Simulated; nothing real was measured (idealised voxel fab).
process module | voxel ribs on slabs
cross-section cut | 180 nm wide | cells 5 nm
A cross-section is a grid of square cells, given in bands from the top down. A band is one or more rows of cells.
Each band's line starts with the height of the band's top and of its bottom, in nm. Then come its materials from left to right, each with its width in nm. One material with "throughout" fills the band from edge to edge. "air" is empty space.
Height 0 is the level under which the wafer as received is all one material. The lowest band goes on downwards, as in "0 down".
A width such as "30 to 40" changes by the same amount from each row of cells to the next, from the band's top row to its bottom row.
"no change" after a step means that no cell of the cross-section changed.
closed voids: empty space of 8 cells or more with no open way to the top, each as width x height at its distance from the left edge, in nm
after a step's settings: what the simulator itself notes on the step
overlay nm, on a step with a mask: how far to the right of its planned place the mask lay; to the left if negative
plan
1 op RECEIVE | material Si
2 op DIRECTIONAL_DEP | material SiO2 | thk nm 25
3 op DIRECTIONAL_DEP | material polySi | thk nm 15
4 op MASKED_ETCH | tone cover | mask id RIB | width nm 20 | etch materials polySi | depth nm 10 | overlay nm 0
5 op PATTERN | tone cover | mask id SLAB | material resist | width nm 80 | thk nm 15 | overlay nm 0
6 op DIRECTIONAL_ETCH | etch materials polySi | depth nm 5
7 op STRIP | etch materials resist
8 op FILL_DEP | material SiO2 | thk nm 20
9 op CMP | height nm 50
10 op DIRECTIONAL_DEP | material W | thk nm 5
11 op PATTERN | tone cover | mask id HEATER | material resist | width nm 30 | thk nm 20 | overlay nm 0
12 op DIRECTIONAL_ETCH | etch materials W | depth nm 5
13 op STRIP | etch materials resist
14 op CONFORMAL_DEP | material SiN | thk nm 10
first wafer, as planned
as received, after step 1
  0 down: Si throughout
  closed voids: none
after step 2
  25 to 0: SiO2 throughout
  below 0: unchanged
after step 3
  40 to 25: polySi throughout
  below 25: unchanged
after step 4
  40 to 30: air 80 | polySi 20 | air 80
  below 30: unchanged
after step 5
  55 to 40: air 50 | resist 80 | air 50
  40 to 30: air 50 | resist 30 | polySi 20 | resist 30 | air 50
  below 30: unchanged
after step 6
  55 to 40: air 50 | resist 80 | air 50
  40 to 30: air 50 | resist 30 | polySi 20 | resist 30 | air 50
  30 to 25: air 50 | polySi 80 | air 50
  below 25: unchanged
after step 7
  40 to 30: air 80 | polySi 20 | air 80
  below 30: unchanged
after step 8
  60 to 40: SiO2 throughout
  40 to 30: SiO2 80 | polySi 20 | SiO2 80
  30 to 25: SiO2 50 | polySi 80 | SiO2 50
  below 25: unchanged
after step 9
  50 to 40: SiO2 throughout
  below 40: unchanged
after step 10
  55 to 50: W throughout
  below 50: unchanged
after step 11
  75 to 55: air 75 | resist 30 | air 75
  below 55: unchanged
after step 12
  75 to 55: air 75 | resist 30 | air 75
  55 to 50: air 75 | W 30 | air 75
  below 50: unchanged
after step 13
  55 to 50: air 75 | W 30 | air 75
  below 50: unchanged
after step 14
  65 to 60: air 65 | SiN 50 | air 65
  60 to 55: SiN throughout
  55 to 50: SiN 75 | W 30 | SiN 75
  below 50: unchanged
second wafer: like start, like plan, one mistake. Through step 10 it matches the first wafer
when step 11 should have ended
  75 to 55: air 70 | resist 40 | air 70
  below 55: unchanged
when step 12 should have ended
  75 to 55: air 70 | resist 40 | air 70
  55 to 50: air 70 | W 40 | air 70
  below 50: unchanged
when step 13 should have ended
  55 to 50: air 70 | W 40 | air 70
  below 50: unchanged
when step 14 should have ended
  65 to 60: air 60 | SiN 60 | air 60
  60 to 55: SiN throughout
  55 to 50: SiN 70 | W 40 | SiN 70
  below 50: unchanged
what went wrong: step 11 ran as: op PATTERN | tone cover | mask id HEATER | material resist | width nm 40 | thk nm 20 | overlay nm 0
at the end the second wafer has, in cells: 2 more of W
